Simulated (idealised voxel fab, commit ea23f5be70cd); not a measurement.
process module | voxel capacitor over wiring
cross-section cut | 145 nm wide | cells 5 nm
A cross-section is a grid of square cells, given in bands from the top down. A band is one or more rows of cells.
Each band's line starts with the height of the band's top and of its bottom, in nm. Then come its materials from left to right, each with its width in nm. One material with "throughout" fills the band from edge to edge. "air" is empty space.
Height 0 is the level under which the wafer as received is all one material. The lowest band goes on downwards, as in "0 down".
A width such as "30 to 40" changes by the same amount from each row of cells to the next, from the band's top row to its bottom row.
"no change" after a step means that no cell of the cross-section changed.
closed voids: empty space of 8 cells or more with no open way to the top, each as width x height at its distance from the left edge, in nm
after a step's settings: what the simulator itself notes on the step
overlay nm, on a step with a mask: how far to the right of its planned place the mask lay; to the left if negative
plan
1 op RECEIVE | material Si
2 op CONFORMAL_DEP | material SiO2 | thk nm 10
3 op CONFORMAL_DEP | material SiN | thk nm 5
4 op DIRECTIONAL_DEP | material SiO2 | thk nm 15
5 op PATTERN | tone open | mask id METAL_1 | material resist | width nm 20 | pitch nm 75 | thk nm 15 | overlay nm 0
6 op DIRECTIONAL_ETCH | etch materials SiO2 | depth nm 15
7 op DIRECTIONAL_ETCH | etch materials SiN | depth nm 5
8 op STRIP | etch materials resist
9 op CONFORMAL_DEP | material TiN | thk nm 5
10 op FILL_DEP | material Cu | thk nm 5
11 op CMP | height nm 30
12 op CONFORMAL_DEP | material SiCN | thk nm 5
13 op DIRECTIONAL_DEP | material SiO2 | thk nm 20
14 op PATTERN | tone open | mask id PLUG_1 | material resist | width nm 15 | thk nm 15 | overlay nm 0
15 op DIRECTIONAL_ETCH | etch materials SiO2 | depth nm 20
16 op DIRECTIONAL_ETCH | etch materials SiCN | depth nm 5
17 op STRIP | etch materials resist
18 op CONFORMAL_DEP | material TiN | thk nm 5
19 op FILL_DEP | material Cu | thk nm 10
20 op CMP | height nm 55
21 op DIRECTIONAL_DEP | material TiN | thk nm 5
22 op DIRECTIONAL_DEP | material SiN | thk nm 5
23 op DIRECTIONAL_DEP | material TiN | thk nm 5
24 op PATTERN | tone cover | mask id UPPER_PLATE | material resist | width nm 60 | thk nm 15 | overlay nm 0
25 op DIRECTIONAL_ETCH | etch materials TiN | depth nm 5
26 op DIRECTIONAL_ETCH | etch materials SiN | depth nm 5
27 op STRIP | etch materials resist
28 op PATTERN | tone cover | mask id LOWER_PLATE | material resist | width nm 70 | thk nm 20 | overlay nm 0
29 op DIRECTIONAL_ETCH | etch materials TiN | depth nm 5
30 op STRIP | etch materials resist
31 op FILL_DEP | material SiO2 | thk nm 20
32 op CMP | height nm 85
33 op PATTERN | tone open | mask id PLUG_2 | material resist | width nm 15 | thk nm 15 | overlay nm 0
34 op DIRECTIONAL_ETCH | etch materials SiO2 | depth nm 15
35 op STRIP | etch materials resist
36 op CONFORMAL_DEP | material TiN | thk nm 5
37 op FILL_DEP | material Ru | thk nm 10
38 op CMP | height nm 85
39 op CONFORMAL_DEP | material SiN | thk nm 5
first wafer, as planned
as received, after step 1
  0 down: Si throughout
  closed voids: none
after step 2
  10 to 0: SiO2 throughout
  below 0: unchanged
after step 3
  15 to 10: SiN throughout
  below 10: unchanged
after step 4
  30 to 15: SiO2 throughout
  below 15: unchanged
after step 5
  45 to 30: resist 25 | air 20 | resist 55 | air 20 | resist 25
  below 30: unchanged
after step 6
  45 to 30: resist 25 | air 20 | resist 55 | air 20 | resist 25
  30 to 15: SiO2 25 | air 20 | SiO2 55 | air 20 | SiO2 25
  below 15: unchanged
after step 7
  45 to 30: resist 25 | air 20 | resist 55 | air 20 | resist 25
  30 to 15: SiO2 25 | air 20 | SiO2 55 | air 20 | SiO2 25
  15 to 10: SiN 25 | air 20 | SiN 55 | air 20 | SiN 25
  below 10: unchanged
after step 8
  30 to 15: SiO2 25 | air 20 | SiO2 55 | air 20 | SiO2 25
  below 15: unchanged
after step 9
  35 to 30: TiN 30 | air 10 | TiN 65 | air 10 | TiN 30
  30 to 15: SiO2 25 | TiN 5 | air 10 | TiN 5 | SiO2 55 | TiN 5 | air 10 | TiN 5 | SiO2 25
  15 to 10: SiN 25 | TiN 20 | SiN 55 | TiN 20 | SiN 25
  below 10: unchanged
after step 10
  40 to 35: Cu throughout
  35 to 30: TiN 30 | Cu 10 | TiN 65 | Cu 10 | TiN 30
  30 to 15: SiO2 25 | TiN 5 | Cu 10 | TiN 5 | SiO2 55 | TiN 5 | Cu 10 | TiN 5 | SiO2 25
  below 15: unchanged
after step 11
  30 to 15: SiO2 25 | TiN 5 | Cu 10 | TiN 5 | SiO2 55 | TiN 5 | Cu 10 | TiN 5 | SiO2 25
  below 15: unchanged
after step 12
  35 to 30: SiCN throughout
  below 30: unchanged
after step 13
  55 to 35: SiO2 throughout
  below 35: unchanged
after step 14
  70 to 55: resist 30 | air 15 | resist 100
  below 55: unchanged
after step 15
  70 to 55: resist 30 | air 15 | resist 100
  55 to 35: SiO2 30 | air 15 | SiO2 100
  below 35: unchanged
after step 16
  70 to 55: resist 30 | air 15 | resist 100
  55 to 35: SiO2 30 | air 15 | SiO2 100
  35 to 30: SiCN 30 | air 15 | SiCN 100
  below 30: unchanged
after step 17
  55 to 35: SiO2 30 | air 15 | SiO2 100
  below 35: unchanged
after step 18
  60 to 55: TiN 35 | air 5 | TiN 105
  55 to 35: SiO2 30 | TiN 5 | air 5 | TiN 5 | SiO2 100
  35 to 30: SiCN 30 | TiN 15 | SiCN 100
  below 30: unchanged
after step 19
  70 to 60: Cu throughout
  60 to 55: TiN 35 | Cu 5 | TiN 105
  55 to 35: SiO2 30 | TiN 5 | Cu 5 | TiN 5 | SiO2 100
  below 35: unchanged
after step 20
  55 to 35: SiO2 30 | TiN 5 | Cu 5 | TiN 5 | SiO2 100
  below 35: unchanged
after step 21
  60 to 55: TiN throughout
  below 55: unchanged
after step 22
  65 to 60: SiN throughout
  below 60: unchanged
after step 23
  70 to 65: TiN throughout
  below 65: unchanged
after step 24
  85 to 70: air 30 | resist 60 | air 55
  below 70: unchanged
after step 25
  85 to 70: air 30 | resist 60 | air 55
  70 to 65: air 30 | TiN 60 | air 55
  below 65: unchanged
after step 26
  85 to 70: air 30 | resist 60 | air 55
  70 to 65: air 30 | TiN 60 | air 55
  65 to 60: air 30 | SiN 60 | air 55
  below 60: unchanged
after step 27
  70 to 65: air 30 | TiN 60 | air 55
  below 65: unchanged
after step 28
  90 to 70: air 25 | resist 70 | air 50
  70 to 65: air 25 | resist 5 | TiN 60 | resist 5 | air 50
  65 to 60: air 25 | resist 5 | SiN 60 | resist 5 | air 50
  below 60: unchanged
after step 29
  90 to 70: air 25 | resist 70 | air 50
  70 to 65: air 25 | resist 5 | TiN 60 | resist 5 | air 50
  65 to 60: air 25 | resist 5 | SiN 60 | resist 5 | air 50
  60 to 55: air 25 | TiN 70 | air 50
  below 55: unchanged
after step 30
  70 to 65: air 30 | TiN 60 | air 55
  65 to 60: air 30 | SiN 60 | air 55
  below 60: unchanged
after step 31
  90 to 70: SiO2 throughout
  70 to 65: SiO2 30 | TiN 60 | SiO2 55
  65 to 60: SiO2 30 | SiN 60 | SiO2 55
  60 to 55: SiO2 25 | TiN 70 | SiO2 50
  below 55: unchanged
after step 32
  85 to 70: SiO2 throughout
  below 70: unchanged
after step 33
  100 to 85: resist 40 | air 15 | resist 90
  below 85: unchanged
after step 34
  100 to 85: resist 40 | air 15 | resist 90
  85 to 70: SiO2 40 | air 15 | SiO2 90
  below 70: unchanged
after step 35
  85 to 70: SiO2 40 | air 15 | SiO2 90
  below 70: unchanged
after step 36
  90 to 85: TiN 45 | air 5 | TiN 95
  85 to 75: SiO2 40 | TiN 5 | air 5 | TiN 5 | SiO2 90
  75 to 65: SiO2 40 to 30 | TiN 15 to 60 | SiO2 90 to 55
  below 65: unchanged
after step 37
  100 to 90: Ru throughout
  90 to 85: TiN 45 | Ru 5 | TiN 95
  85 to 75: SiO2 40 | TiN 5 | Ru 5 | TiN 5 | SiO2 90
  below 75: unchanged
after step 38
  85 to 75: SiO2 40 | TiN 5 | Ru 5 | TiN 5 | SiO2 90
  below 75: unchanged
after step 39
  90 to 85: SiN throughout
  below 85: unchanged
second wafer: like start, like plan, one mistake. Through step 4 it matches the first wafer
when step 5 should have ended
  45 to 30: air 25 | resist 20 | air 55 | resist 20 | air 25
  below 30: unchanged
when step 6 should have ended
  45 to 30: air 25 | resist 20 | air 55 | resist 20 | air 25
  30 to 15: air 25 | SiO2 20 | air 55 | SiO2 20 | air 25
  below 15: unchanged
when step 7 should have ended
  45 to 30: air 25 | resist 20 | air 55 | resist 20 | air 25
  30 to 15: air 25 | SiO2 20 | air 55 | SiO2 20 | air 25
  15 to 10: air 25 | SiN 20 | air 55 | SiN 20 | air 25
  below 10: unchanged
when step 8 should have ended
  30 to 15: air 25 | SiO2 20 | air 55 | SiO2 20 | air 25
  below 15: unchanged
when step 9 should have ended
  35 to 30: air 20 | TiN 30 | air 45 | TiN 30 | air 20
  30 to 15: air 20 | TiN 5 | SiO2 20 | TiN 5 | air 45 | TiN 5 | SiO2 20 | TiN 5 | air 20
  15 to 10: TiN 25 | SiN 20 | TiN 55 | SiN 20 | TiN 25
  below 10: unchanged
when step 10 should have ended
  40 to 35: Cu throughout
  35 to 30: Cu 20 | TiN 30 | Cu 45 | TiN 30 | Cu 20
  30 to 15: Cu 20 | TiN 5 | SiO2 20 | TiN 5 | Cu 45 | TiN 5 | SiO2 20 | TiN 5 | Cu 20
  below 15: unchanged
when step 11 should have ended
  30 to 15: Cu 20 | TiN 5 | SiO2 20 | TiN 5 | Cu 45 | TiN 5 | SiO2 20 | TiN 5 | Cu 20
  below 15: unchanged
when step 12 should have ended
  35 to 30: SiCN throughout
  below 30: unchanged
when step 13 should have ended
  55 to 35: SiO2 throughout
  below 35: unchanged
when step 14 should have ended
  70 to 55: resist 30 | air 15 | resist 100
  below 55: unchanged
when step 15 should have ended
  70 to 55: resist 30 | air 15 | resist 100
  55 to 35: SiO2 30 | air 15 | SiO2 100
  below 35: unchanged
when step 16 should have ended
  70 to 55: resist 30 | air 15 | resist 100
  55 to 35: SiO2 30 | air 15 | SiO2 100
  35 to 30: SiCN 30 | air 15 | SiCN 100
  below 30: unchanged
when step 17 should have ended
  55 to 35: SiO2 30 | air 15 | SiO2 100
  below 35: unchanged
when step 18 should have ended
  60 to 55: TiN 35 | air 5 | TiN 105
  55 to 35: SiO2 30 | TiN 5 | air 5 | TiN 5 | SiO2 100
  35 to 30: SiCN 30 | TiN 15 | SiCN 100
  below 30: unchanged
when step 19 should have ended
  70 to 60: Cu throughout
  60 to 55: TiN 35 | Cu 5 | TiN 105
  55 to 35: SiO2 30 | TiN 5 | Cu 5 | TiN 5 | SiO2 100
  below 35: unchanged
when step 20 should have ended
  55 to 35: SiO2 30 | TiN 5 | Cu 5 | TiN 5 | SiO2 100
  below 35: unchanged
when step 21 should have ended
  60 to 55: TiN throughout
  below 55: unchanged
when step 22 should have ended
  65 to 60: SiN throughout
  below 60: unchanged
when step 23 should have ended
  70 to 65: TiN throughout
  below 65: unchanged
when step 24 should have ended
  85 to 70: air 30 | resist 60 | air 55
  below 70: unchanged
when step 25 should have ended
  85 to 70: air 30 | resist 60 | air 55
  70 to 65: air 30 | TiN 60 | air 55
  below 65: unchanged
when step 26 should have ended
  85 to 70: air 30 | resist 60 | air 55
  70 to 65: air 30 | TiN 60 | air 55
  65 to 60: air 30 | SiN 60 | air 55
  below 60: unchanged
when step 27 should have ended
  70 to 65: air 30 | TiN 60 | air 55
  below 65: unchanged
when step 28 should have ended
  90 to 70: air 25 | resist 70 | air 50
  70 to 65: air 25 | resist 5 | TiN 60 | resist 5 | air 50
  65 to 60: air 25 | resist 5 | SiN 60 | resist 5 | air 50
  below 60: unchanged
when step 29 should have ended
  90 to 70: air 25 | resist 70 | air 50
  70 to 65: air 25 | resist 5 | TiN 60 | resist 5 | air 50
  65 to 60: air 25 | resist 5 | SiN 60 | resist 5 | air 50
  60 to 55: air 25 | TiN 70 | air 50
  below 55: unchanged
when step 30 should have ended
  70 to 65: air 30 | TiN 60 | air 55
  65 to 60: air 30 | SiN 60 | air 55
  below 60: unchanged
when step 31 should have ended
  90 to 70: SiO2 throughout
  70 to 65: SiO2 30 | TiN 60 | SiO2 55
  65 to 60: SiO2 30 | SiN 60 | SiO2 55
  60 to 55: SiO2 25 | TiN 70 | SiO2 50
  below 55: unchanged
when step 32 should have ended
  85 to 70: SiO2 throughout
  below 70: unchanged
when step 33 should have ended
  100 to 85: resist 40 | air 15 | resist 90
  below 85: unchanged
when step 34 should have ended
  100 to 85: resist 40 | air 15 | resist 90
  85 to 70: SiO2 40 | air 15 | SiO2 90
  below 70: unchanged
when step 35 should have ended
  85 to 70: SiO2 40 | air 15 | SiO2 90
  below 70: unchanged
when step 36 should have ended
  90 to 85: TiN 45 | air 5 | TiN 95
  85 to 75: SiO2 40 | TiN 5 | air 5 | TiN 5 | SiO2 90
  75 to 65: SiO2 40 to 30 | TiN 15 to 60 | SiO2 90 to 55
  below 65: unchanged
when step 37 should have ended
  100 to 90: Ru throughout
  90 to 85: TiN 45 | Ru 5 | TiN 95
  85 to 75: SiO2 40 | TiN 5 | Ru 5 | TiN 5 | SiO2 90
  below 75: unchanged
when step 38 should have ended
  85 to 75: SiO2 40 | TiN 5 | Ru 5 | TiN 5 | SiO2 90
  below 75: unchanged
when step 39 should have ended
  90 to 85: SiN throughout
  below 85: unchanged
what went wrong: step 5 ran as: op PATTERN | tone cover | mask id METAL_1 | material resist | width nm 20 | pitch nm 75 | thk nm 15 | overlay nm 0
at the end the second wafer has, in cells: 39 more of Cu | 13 fewer of SiN | 39 fewer of SiO2 | 13 more of TiN
